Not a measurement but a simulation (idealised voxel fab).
The process module presented herein is designated voxel gate over fins.
In the cross-section labelled cut, the width is 230 nm and each square cell is 5 nm.
Cross-section layout: square cells on a grid; listed as bands, top to bottom; a band spans one or more cell rows.
Quick guide to a band line: top height, bottom height (nm) up front; then every material left to right with its width in nm. Only one material and it's marked "throughout"? Then it fills the band edge to edge. And "empty" just means empty space.
Heights from 0 (as-received wafer is one material below). Bottom band endless downward, as "0 and below".
You'd read "30->40" like this: the band's top row of cells is as wide as the first number, its bottom row is as wide as the second, and going down, every row changes width by the same amount as the row before did.
When a step is marked "no change occurred", none of the cells in the cross-section changed during that step.
Enclosed voids (no open way to top), threshold 8 cells or more, entry "Cavities, closed", notation width x height at distance, distance from left edge, nm.
Where a step's line continues beyond its settings, the continuation is a remark by the simulator itself on that step.
A step line may carry the setting "overlay nm", which, for steps involving a mask, states the distance by which the mask lay to the right of its intended position; negative values denote displacement to the left.
-- Below is the list of planned process steps
| 1 | RECEIVE,material Si |
| 2 | CONFORMAL_DEP,material SiN,thk nm 5 |
| 3 | DIRECTIONAL_DEP,material aC,thk nm 15 |
| 4 | PATTERN,tone cover,mask id FINS,material resist,width nm 15,pitch nm 45,thk nm 30,overlay nm 0 |
| 5 | DIRECTIONAL_ETCH,etch materials aC,depth nm 15 |
| 6 | STRIP,etch materials resist |
| 7 | DIRECTIONAL_ETCH,etch materials SiN,depth nm 5 |
| 8 | DIRECTIONAL_ETCH,etch materials Si,depth nm 40 |
| 9 | STRIP,etch materials aC |
| 10 | OXIDIZE,depth nm 5 |
| 11 | FILL_DEP,material SiO2,thk nm 15 |
| 12 | CMP,height nm 5 |
| 13 | SELECTIVE_ETCH,etch materials SiO2,depth nm 15 |
| 14 | STRIP,etch materials SiN |
| 15 | CONFORMAL_DEP,material HfO2,thk nm 5 |
| 16 | CONFORMAL_DEP,material TiN,thk nm 5 |
| 17 | CONFORMAL_DEP,material TiAl,thk nm 5 |
| 18 | CONFORMAL_DEP,material TiN,thk nm 5 |
| 19 | FILL_DEP,material W,thk nm 10 |
| 20 | CMP,height nm 25 |
| 21 | CONFORMAL_DEP,material SiN,thk nm 10 |
-- first wafer, as planned
-- Step 1 complete: cross-section of the wafer as received
> 0 and below = Si throughout
> Cavities, closed: none
-- The following cross-section depicts the wafer upon completion of step 2
> 5 down to 0 = SiN throughout
> For the remainder of the cross-section, below 0, there is no change.
-- The following cross-section depicts the wafer upon completion of step 3
> 20 down to 5 = aC throughout
> For the remainder of the cross-section, below 5, there is no change.
-- The following cross-section depicts the wafer upon completion of step 4
> 50 down to 20 = 40 of empty; 15 of resist; 30 of empty; 15 of resist; 30 of empty; 15 of resist; 30 of empty; 15 of resist; 40 of empty
> For the remainder of the cross-section, below 20, there is no change.
-- The following cross-section depicts the wafer upon completion of step 5
> 35 down to 20 = 40 of empty; 15 of resist; 30 of empty; 15 of resist; 30 of empty; 15 of resist; 30 of empty; 15 of resist; 40 of empty
> 20 down to 5 = 40 of empty; 15 of aC; 30 of empty; 15 of aC; 30 of empty; 15 of aC; 30 of empty; 15 of aC; 40 of empty
> For the remainder of the cross-section, below 5, there is no change.
-- The following cross-section depicts the wafer upon completion of step 6
> 20 down to 5 = 40 of empty; 15 of aC; 30 of empty; 15 of aC; 30 of empty; 15 of aC; 30 of empty; 15 of aC; 40 of empty
> For the remainder of the cross-section, below 5, there is no change.
-- The following cross-section depicts the wafer upon completion of step 7
> 20 down to 5 = 40 of empty; 15 of aC; 30 of empty; 15 of aC; 30 of empty; 15 of aC; 30 of empty; 15 of aC; 40 of empty
> 5 down to 0 = 40 of empty; 15 of SiN; 30 of empty; 15 of SiN; 30 of empty; 15 of SiN; 30 of empty; 15 of SiN; 40 of empty
> For the remainder of the cross-section, below 0, there is no change.
-- The following cross-section depicts the wafer upon completion of step 8
> 20 down to 5 = 40 of empty; 15 of aC; 30 of empty; 15 of aC; 30 of empty; 15 of aC; 30 of empty; 15 of aC; 40 of empty
> 5 down to 0 = 40 of empty; 15 of SiN; 30 of empty; 15 of SiN; 30 of empty; 15 of SiN; 30 of empty; 15 of SiN; 40 of empty
> 0 down to -40 = 40 of empty; 15 of Si; 30 of empty; 15 of Si; 30 of empty; 15 of Si; 30 of empty; 15 of Si; 40 of empty
> For the remainder of the cross-section, below -40, there is no change.
-- The following cross-section depicts the wafer upon completion of step 9
> 5 down to 0 = 40 of empty; 15 of SiN; 30 of empty; 15 of SiN; 30 of empty; 15 of SiN; 30 of empty; 15 of SiN; 40 of empty
> For the remainder of the cross-section, below 0, there is no change.
-- The following cross-section depicts the wafer upon completion of step 10
> 5 down to 0 = 40 of empty; 15 of SiN; 30 of empty; 15 of SiN; 30 of empty; 15 of SiN; 30 of empty; 15 of SiN; 40 of empty
> 0 down to -40 = 40 of empty; 5 of SiO2; 5 of Si; 5 of SiO2; 30 of empty; 5 of SiO2; 5 of Si; 5 of SiO2; 30 of empty; 5 of SiO2; 5 of Si; 5 of SiO2; 30 of empty; 5 of SiO2; 5 of Si; 5 of SiO2; 40 of empty
> -40 down to -45 = 45 of SiO2; 5 of Si; 40 of SiO2; 5 of Si; 40 of SiO2; 5 of Si; 40 of SiO2; 5 of Si; 45 of SiO2
> For the remainder of the cross-section, below -45, there is no change.
-- The following cross-section depicts the wafer upon completion of step 11
> 20 down to 5 = SiO2 throughout
> 5 down to 0 = 40 of SiO2; 15 of SiN; 30 of SiO2; 15 of SiN; 30 of SiO2; 15 of SiN; 30 of SiO2; 15 of SiN; 40 of SiO2
> 0 down to -45 = 45 of SiO2; 5 of Si; 40 of SiO2; 5 of Si; 40 of SiO2; 5 of Si; 40 of SiO2; 5 of Si; 45 of SiO2
> For the remainder of the cross-section, below -45, there is no change.
-- The following cross-section depicts the wafer upon completion of step 12
> 5 down to 0 = 40 of SiO2; 15 of SiN; 30 of SiO2; 15 of SiN; 30 of SiO2; 15 of SiN; 30 of SiO2; 15 of SiN; 40 of SiO2
> For the remainder of the cross-section, below 0, there is no change.
-- The following cross-section depicts the wafer upon completion of step 13
> 5 down to 0 = 40 of empty; 15 of SiN; 30 of empty; 15 of SiN; 30 of empty; 15 of SiN; 30 of empty; 15 of SiN; 40 of empty
> 0 down to -10 = 45 of empty; 5 of Si; 40 of empty; 5 of Si; 40 of empty; 5 of Si; 40 of empty; 5 of Si; 45 of empty
> For the remainder of the cross-section, below -10, there is no change.
-- The following cross-section depicts the wafer upon completion of step 14
> 0 down to -10 = 45 of empty; 5 of Si; 40 of empty; 5 of Si; 40 of empty; 5 of Si; 40 of empty; 5 of Si; 45 of empty
> For the remainder of the cross-section, below -10, there is no change.
-- The following cross-section depicts the wafer upon completion of step 15
> 5 down to 0 = 40 of empty; 15 of HfO2; 30 of empty; 15 of HfO2; 30 of empty; 15 of HfO2; 30 of empty; 15 of HfO2; 40 of empty
> 0 down to -5 = 40 of empty; 5 of HfO2; 5 of Si; 5 of HfO2; 30 of empty; 5 of HfO2; 5 of Si; 5 of HfO2; 30 of empty; 5 of HfO2; 5 of Si; 5 of HfO2; 30 of empty; 5 of HfO2; 5 of Si; 5 of HfO2; 40 of empty
> -5 down to -10 = 45 of HfO2; 5 of Si; 40 of HfO2; 5 of Si; 40 of HfO2; 5 of Si; 40 of HfO2; 5 of Si; 45 of HfO2
> For the remainder of the cross-section, below -10, there is no change.
-- The following cross-section depicts the wafer upon completion of step 16
> 10 down to 5 = 35 of empty; 25 of TiN; 20 of empty; 25 of TiN; 20 of empty; 25 of TiN; 20 of empty; 25 of TiN; 35 of empty
> 5 down to 0 = 35 of empty; 5 of TiN; 15 of HfO2; 5 of TiN; 20 of empty; 5 of TiN; 15 of HfO2; 5 of TiN; 20 of empty; 5 of TiN; 15 of HfO2; 5 of TiN; 20 of empty; 5 of TiN; 15 of HfO2; 5 of TiN; 35 of empty
> 0 down to -5 = 40 of TiN; 5 of HfO2; 5 of Si; 5 of HfO2; 30 of TiN; 5 of HfO2; 5 of Si; 5 of HfO2; 30 of TiN; 5 of HfO2; 5 of Si; 5 of HfO2; 30 of TiN; 5 of HfO2; 5 of Si; 5 of HfO2; 40 of TiN
> For the remainder of the cross-section, below -5, there is no change.
-- The following cross-section depicts the wafer upon completion of step 17
> 15 down to 10 = 30 of empty; 35 of TiAl; 10 of empty; 35 of TiAl; 10 of empty; 35 of TiAl; 10 of empty; 35 of TiAl; 30 of empty
> 10 down to 5 = 30 of empty; 5 of TiAl; 25 of TiN; 5 of TiAl; 10 of empty; 5 of TiAl; 25 of TiN; 5 of TiAl; 10 of empty; 5 of TiAl; 25 of TiN; 5 of TiAl; 10 of empty; 5 of TiAl; 25 of TiN; 5 of TiAl; 30 of empty
> 5 down to 0 = 35 of TiAl; 5 of TiN; 15 of HfO2; 5 of TiN; 20 of TiAl; 5 of TiN; 15 of HfO2; 5 of TiN; 20 of TiAl; 5 of TiN; 15 of HfO2; 5 of TiN; 20 of TiAl; 5 of TiN; 15 of HfO2; 5 of TiN; 35 of TiAl
> For the remainder of the cross-section, below 0, there is no change.
-- The following cross-section depicts the wafer upon completion of step 18
> 20 down to 15 = 25 of empty; 180 of TiN; 25 of empty
> 15 down to 10 = 25 of empty; 5 of TiN; 35 of TiAl; 10 of TiN; 35 of TiAl; 10 of TiN; 35 of TiAl; 10 of TiN; 35 of TiAl; 5 of TiN; 25 of empty
> 10 down to 5 = 30 of TiN; 5 of TiAl; 25 of TiN; 5 of TiAl; 10 of TiN; 5 of TiAl; 25 of TiN; 5 of TiAl; 10 of TiN; 5 of TiAl; 25 of TiN; 5 of TiAl; 10 of TiN; 5 of TiAl; 25 of TiN; 5 of TiAl; 30 of TiN
> For the remainder of the cross-section, below 5, there is no change.
-- The following cross-section depicts the wafer upon completion of step 19
> 30 down to 20 = W throughout
> 20 down to 15 = 25 of W; 180 of TiN; 25 of W
> 15 down to 10 = 25 of W; 5 of TiN; 35 of TiAl; 10 of TiN; 35 of TiAl; 10 of TiN; 35 of TiAl; 10 of TiN; 35 of TiAl; 5 of TiN; 25 of W
> For the remainder of the cross-section, below 10, there is no change.
-- The following cross-section depicts the wafer upon completion of step 20
> 25 down to 20 = W throughout
> For the remainder of the cross-section, below 20, there is no change.
-- The following cross-section depicts the wafer upon completion of step 21
> 35 down to 25 = SiN throughout
> For the remainder of the cross-section, below 25, there is no change.
-- Second wafer - shared start and plan with the first - one error in running - same as the first up to step 3 inclusive
-- Cross-section, second wafer, at the end time the plan gives for step 4
> 50 down to 20 = 40 of empty; 20 of resist; 25 of empty; 20 of resist; 25 of empty; 20 of resist; 25 of empty; 20 of resist; 35 of empty
> For the remainder of the cross-section, below 20, there is no change.
-- Cross-section, second wafer, at the end time the plan gives for step 5
> 35 down to 20 = 40 of empty; 20 of resist; 25 of empty; 20 of resist; 25 of empty; 20 of resist; 25 of empty; 20 of resist; 35 of empty
> 20 down to 5 = 40 of empty; 20 of aC; 25 of empty; 20 of aC; 25 of empty; 20 of aC; 25 of empty; 20 of aC; 35 of empty
> For the remainder of the cross-section, below 5, there is no change.
-- Cross-section, second wafer, at the end time the plan gives for step 6
> 20 down to 5 = 40 of empty; 20 of aC; 25 of empty; 20 of aC; 25 of empty; 20 of aC; 25 of empty; 20 of aC; 35 of empty
> For the remainder of the cross-section, below 5, there is no change.
-- Cross-section, second wafer, at the end time the plan gives for step 7
> 20 down to 5 = 40 of empty; 20 of aC; 25 of empty; 20 of aC; 25 of empty; 20 of aC; 25 of empty; 20 of aC; 35 of empty
> 5 down to 0 = 40 of empty; 20 of SiN; 25 of empty; 20 of SiN; 25 of empty; 20 of SiN; 25 of empty; 20 of SiN; 35 of empty
> For the remainder of the cross-section, below 0, there is no change.
-- Cross-section, second wafer, at the end time the plan gives for step 8
> 20 down to 5 = 40 of empty; 20 of aC; 25 of empty; 20 of aC; 25 of empty; 20 of aC; 25 of empty; 20 of aC; 35 of empty
> 5 down to 0 = 40 of empty; 20 of SiN; 25 of empty; 20 of SiN; 25 of empty; 20 of SiN; 25 of empty; 20 of SiN; 35 of empty
> 0 down to -40 = 40 of empty; 20 of Si; 25 of empty; 20 of Si; 25 of empty; 20 of Si; 25 of empty; 20 of Si; 35 of empty
> For the remainder of the cross-section, below -40, there is no change.
-- Cross-section, second wafer, at the end time the plan gives for step 9
> 5 down to 0 = 40 of empty; 20 of SiN; 25 of empty; 20 of SiN; 25 of empty; 20 of SiN; 25 of empty; 20 of SiN; 35 of empty
> For the remainder of the cross-section, below 0, there is no change.
-- Cross-section, second wafer, at the end time the plan gives for step 10
> 5 down to 0 = 40 of empty; 20 of SiN; 25 of empty; 20 of SiN; 25 of empty; 20 of SiN; 25 of empty; 20 of SiN; 35 of empty
> 0 down to -40 = 40 of empty; 5 of SiO2; 10 of Si; 5 of SiO2; 25 of empty; 5 of SiO2; 10 of Si; 5 of SiO2; 25 of empty; 5 of SiO2; 10 of Si; 5 of SiO2; 25 of empty; 5 of SiO2; 10 of Si; 5 of SiO2; 35 of empty
> -40 down to -45 = 45 of SiO2; 10 of Si; 35 of SiO2; 10 of Si; 35 of SiO2; 10 of Si; 35 of SiO2; 10 of Si; 40 of SiO2
> For the remainder of the cross-section, below -45, there is no change.
-- Cross-section, second wafer, at the end time the plan gives for step 11
> 20 down to 5 = SiO2 throughout
> 5 down to 0 = 40 of SiO2; 20 of SiN; 25 of SiO2; 20 of SiN; 25 of SiO2; 20 of SiN; 25 of SiO2; 20 of SiN; 35 of SiO2
> 0 down to -45 = 45 of SiO2; 10 of Si; 35 of SiO2; 10 of Si; 35 of SiO2; 10 of Si; 35 of SiO2; 10 of Si; 40 of SiO2
> For the remainder of the cross-section, below -45, there is no change.
-- Cross-section, second wafer, at the end time the plan gives for step 12
> 5 down to 0 = 40 of SiO2; 20 of SiN; 25 of SiO2; 20 of SiN; 25 of SiO2; 20 of SiN; 25 of SiO2; 20 of SiN; 35 of SiO2
> For the remainder of the cross-section, below 0, there is no change.
-- Cross-section, second wafer, at the end time the plan gives for step 13
> 5 down to 0 = 40 of empty; 20 of SiN; 25 of empty; 20 of SiN; 25 of empty; 20 of SiN; 25 of empty; 20 of SiN; 35 of empty
> 0 down to -10 = 45 of empty; 10 of Si; 35 of empty; 10 of Si; 35 of empty; 10 of Si; 35 of empty; 10 of Si; 40 of empty
> For the remainder of the cross-section, below -10, there is no change.
-- Cross-section, second wafer, at the end time the plan gives for step 14
> 0 down to -10 = 45 of empty; 10 of Si; 35 of empty; 10 of Si; 35 of empty; 10 of Si; 35 of empty; 10 of Si; 40 of empty
> For the remainder of the cross-section, below -10, there is no change.
-- Cross-section, second wafer, at the end time the plan gives for step 15
> 5 down to 0 = 40 of empty; 20 of HfO2; 25 of empty; 20 of HfO2; 25 of empty; 20 of HfO2; 25 of empty; 20 of HfO2; 35 of empty
> 0 down to -5 = 40 of empty; 5 of HfO2; 10 of Si; 5 of HfO2; 25 of empty; 5 of HfO2; 10 of Si; 5 of HfO2; 25 of empty; 5 of HfO2; 10 of Si; 5 of HfO2; 25 of empty; 5 of HfO2; 10 of Si; 5 of HfO2; 35 of empty
> -5 down to -10 = 45 of HfO2; 10 of Si; 35 of HfO2; 10 of Si; 35 of HfO2; 10 of Si; 35 of HfO2; 10 of Si; 40 of HfO2
> For the remainder of the cross-section, below -10, there is no change.
-- Cross-section, second wafer, at the end time the plan gives for step 16
> 10 down to 5 = 35 of empty; 30 of TiN; 15 of empty; 30 of TiN; 15 of empty; 30 of TiN; 15 of empty; 30 of TiN; 30 of empty
> 5 down to 0 = 35 of empty; 5 of TiN; 20 of HfO2; 5 of TiN; 15 of empty; 5 of TiN; 20 of HfO2; 5 of TiN; 15 of empty; 5 of TiN; 20 of HfO2; 5 of TiN; 15 of empty; 5 of TiN; 20 of HfO2; 5 of TiN; 30 of empty
> 0 down to -5 = 40 of TiN; 5 of HfO2; 10 of Si; 5 of HfO2; 25 of TiN; 5 of HfO2; 10 of Si; 5 of HfO2; 25 of TiN; 5 of HfO2; 10 of Si; 5 of HfO2; 25 of TiN; 5 of HfO2; 10 of Si; 5 of HfO2; 35 of TiN
> For the remainder of the cross-section, below -5, there is no change.
-- Cross-section, second wafer, at the end time the plan gives for step 17
> 15 down to 10 = 30 of empty; 40 of TiAl; 5 of empty; 40 of TiAl; 5 of empty; 40 of TiAl; 5 of empty; 40 of TiAl; 25 of empty
> 10 down to 5 = 30 of empty; 5 of TiAl; 30 of TiN; 5 of TiAl; 5 of empty; 5 of TiAl; 30 of TiN; 5 of TiAl; 5 of empty; 5 of TiAl; 30 of TiN; 5 of TiAl; 5 of empty; 5 of TiAl; 30 of TiN; 5 of TiAl; 25 of empty
> 5 down to 0 = 35 of TiAl; 5 of TiN; 20 of HfO2; 5 of TiN; 15 of TiAl; 5 of TiN; 20 of HfO2; 5 of TiN; 15 of TiAl; 5 of TiN; 20 of HfO2; 5 of TiN; 15 of TiAl; 5 of TiN; 20 of HfO2; 5 of TiN; 30 of TiAl
> For the remainder of the cross-section, below 0, there is no change.
-- Cross-section, second wafer, at the end time the plan gives for step 18
> 20 down to 15 = 25 of empty; 185 of TiN; 20 of empty
> 15 down to 10 = 25 of empty; 5 of TiN; 40 of TiAl; 5 of TiN; 40 of TiAl; 5 of TiN; 40 of TiAl; 5 of TiN; 40 of TiAl; 5 of TiN; 20 of empty
> 10 down to 5 = 30 of TiN; 5 of TiAl; 30 of TiN; 5 of TiAl; 5 of TiN; 5 of TiAl; 30 of TiN; 5 of TiAl; 5 of TiN; 5 of TiAl; 30 of TiN; 5 of TiAl; 5 of TiN; 5 of TiAl; 30 of TiN; 5 of TiAl; 25 of TiN
> For the remainder of the cross-section, below 5, there is no change.
-- Cross-section, second wafer, at the end time the plan gives for step 19
> 30 down to 20 = W throughout
> 20 down to 15 = 25 of W; 185 of TiN; 20 of W
> 15 down to 10 = 25 of W; 5 of TiN; 40 of TiAl; 5 of TiN; 40 of TiAl; 5 of TiN; 40 of TiAl; 5 of TiN; 40 of TiAl; 5 of TiN; 20 of W
> For the remainder of the cross-section, below 10, there is no change.
-- Cross-section, second wafer, at the end time the plan gives for step 20
> 25 down to 20 = W throughout
> For the remainder of the cross-section, below 20, there is no change.
-- Cross-section, second wafer, at the end time the plan gives for step 21
> 35 down to 25 = SiN throughout
> For the remainder of the cross-section, below 25, there is no change.
Against the plan, the run slipped here: step 4: run off-plan, actual operation and settings PATTERN,tone cover,mask id FINS,material resist,width nm 20,pitch nm 45,thk nm 30,overlay nm 0
The second wafer ends with more or fewer cells of some materials than the first, per final count: Si +36; SiO2 -28; TiN -6; W -2
